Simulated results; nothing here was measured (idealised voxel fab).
Name of the process module below: voxel wiring stack
Each square cell in cross-section cut measures 5 nm, and the section as a whole is 180 nm wide.
Cross-sections here: square-cell grids, written as top-down lists of bands, a band being one or more rows of cells. Band: top and bottom heights (nm) first, top before bottom; then materials from left to right, widths in nm. "throughout" marks a sole material filling the band edge to edge. "blank" denotes empty space. Basically, 0 is our baseline, since under it the wafer straight out of the box is all one material. The bottom band has no lower end and keeps on going down, so it looks like "from 0 down". Per-row width for "30..40": begins at first number (top row of band), ends at second number (bottom row), increment between rows held constant. Reading "stayed the same" for a step: not a cell of the cross-section changed in it. Entrapped void list: empty space of 8 cells or more with no open way to the top, each as width x height at its distance from the left edge, in nm. Where a step's line continues beyond its settings, the continuation is a remark by the simulator itself on that step. For masked steps, "overlay nm" on the step line gives how far right of plan the mask actually lay; a minus sign means it lay to the left.
Below is the list of planned process steps:
1. RECEIVE [material Si]
2. CONFORMAL_DEP [material SiO2] [thk nm 15]
3. DIRECTIONAL_DEP [material TiN] [thk nm 5]
4. DIRECTIONAL_DEP [material W] [thk nm 20]
5. DIRECTIONAL_DEP [material aC] [thk nm 10]
6. PATTERN [tone cover] [mask id METAL_1] [material resist] [width nm 20] [pitch nm 60] [thk nm 25] [overlay nm 0]
7. DIRECTIONAL_ETCH [etch materials aC] [depth nm 10]
8. STRIP [etch materials resist]
9. DIRECTIONAL_ETCH [etch materials W] [depth nm 20]
10. DIRECTIONAL_ETCH [etch materials TiN] [depth nm 5]
11. STRIP [etch materials aC]
12. FILL_DEP [material lowk] [thk nm 5]
13. CMP [height nm 40]
14. CONFORMAL_DEP [material SiCN] [thk nm 5]
15. DIRECTIONAL_DEP [material SiO2] [thk nm 20]
16. DIRECTIONAL_DEP [material aC] [thk nm 15]
17. PATTERN [tone open] [mask id PLUG_1] [material resist] [width nm 15] [pitch nm 60] [thk nm 35] [overlay nm 0]
18. DIRECTIONAL_ETCH [etch materials aC] [depth nm 15]
19. STRIP [etch materials resist]
20. DIRECTIONAL_ETCH [etch materials SiO2] [depth nm 20]
21. DIRECTIONAL_ETCH [etch materials SiCN] [depth nm 5]
22. STRIP [etch materials aC]
23. EPI [material Ru] [thk nm 10]
24. EPI [material Ru] [thk nm 10]
25. EPI [material Ru] [thk nm 5]
26. DIRECTIONAL_DEP [material TiN] [thk nm 5]
27. DIRECTIONAL_DEP [material Ru] [thk nm 15]
28. MASKED_ETCH [tone cover] [mask id METAL_2] [width nm 30] [pitch nm 60] [etch materials Ru] [depth nm 15] [overlay nm 0]
29. MASKED_ETCH [tone cover] [mask id METAL_2] [width nm 30] [pitch nm 60] [etch materials TiN] [depth nm 5] [overlay nm 0]
30. CONFORMAL_DEP [material SiCN] [thk nm 5]
31. FILL_DEP [material lowk] [thk nm 5]
32. CMP [height nm 85]
33. CONFORMAL_DEP [material SiCN] [thk nm 5]
The value of width nm given for step 6 in the plan refers to the first wafer; the wafers vary in this setting and are alike at the start.
Step 1 complete: as-received cross-section of the first of several wafers:
from 0 down | Si throughout
Entrapped void list: none
Module finished, last step 33 done: cross-section of the first of several wafers:
from 90 to 85 | SiCN throughout
from 85 to 70 | 10 of lowk, then 5 of SiCN, then 30 of Ru, then 5 of SiCN, then 20 of lowk, then 5 of SiCN, then 30 of Ru, then 5 of SiCN, then 20 of lowk, then 5 of SiCN, then 30 of Ru, then 5 of SiCN, then 10 of lowk
from 70 to 65 | 15 of SiCN, then 30 of TiN, then 30 of SiCN, then 30 of TiN, then 30 of SiCN, then 30 of TiN, then 15 of SiCN
from 65 to 45 | 15 of SiO2, then 15 of Ru, then 45 of SiO2, then 15 of Ru, then 45 of SiO2, then 15 of Ru, then 30 of SiO2
from 45 to 40 | 15 of SiCN, then 15 of Ru, then 45 of SiCN, then 15 of Ru, then 45 of SiCN, then 15 of Ru, then 30 of SiCN
from 40 to 20 | 20 of lowk, then 20 of W, then 40 of lowk, then 20 of W, then 40 of lowk, then 20 of W, then 20 of lowk
from 20 to 15 | 20 of lowk, then 20 of TiN, then 40 of lowk, then 20 of TiN, then 40 of lowk, then 20 of TiN, then 20 of lowk
from 15 to 0 | SiO2 throughout
from 0 down | Si throughout
Entrapped void list: none
Showing the last wafer in cross-section at the end of the module:
from 90 to 85 | SiCN throughout
from 85 to 70 | 10 of lowk, then 5 of SiCN, then 30 of Ru, then 5 of SiCN, then 20 of lowk, then 5 of SiCN, then 30 of Ru, then 5 of SiCN, then 20 of lowk, then 5 of SiCN, then 30 of Ru, then 5 of SiCN, then 10 of lowk
from 70 to 65 | 15 of SiCN, then 30 of TiN, then 30 of SiCN, then 30 of TiN, then 30 of SiCN, then 30 of TiN, then 15 of SiCN
from 65 to 45 | 15 of SiO2, then 15 of Ru, then 45 of SiO2, then 15 of Ru, then 45 of SiO2, then 15 of Ru, then 30 of SiO2
from 45 to 40 | 15 of SiCN, then 15 of Ru, then 45 of SiCN, then 15 of Ru, then 45 of SiCN, then 15 of Ru, then 30 of SiCN
from 40 to 20 | 15 of lowk, then 30 of W, then 30 of lowk, then 30 of W, then 30 of lowk, then 30 of W, then 15 of lowk
from 20 to 15 | 15 of lowk, then 30 of TiN, then 30 of lowk, then 30 of TiN, then 30 of lowk, then 30 of TiN, then 15 of lowk
from 15 to 0 | SiO2 throughout
from 0 down | Si throughout
Entrapped void list: none
Wafer rows, end of module: cells per material gained (+) or lost (-) since receipt; closed voids last:
width nm 20, +99 Ru, +99 SiCN, +216 SiO2, +30 TiN, +48 W, +156 lowk, Entrapped void list: none
width nm 25, +99 Ru, +99 SiCN, +216 SiO2, +33 TiN, +60 W, +141 lowk, Entrapped void list: none
width nm 30, +99 Ru, +99 SiCN, +216 SiO2, +36 TiN, +72 W, +126 lowk, Entrapped void list: none
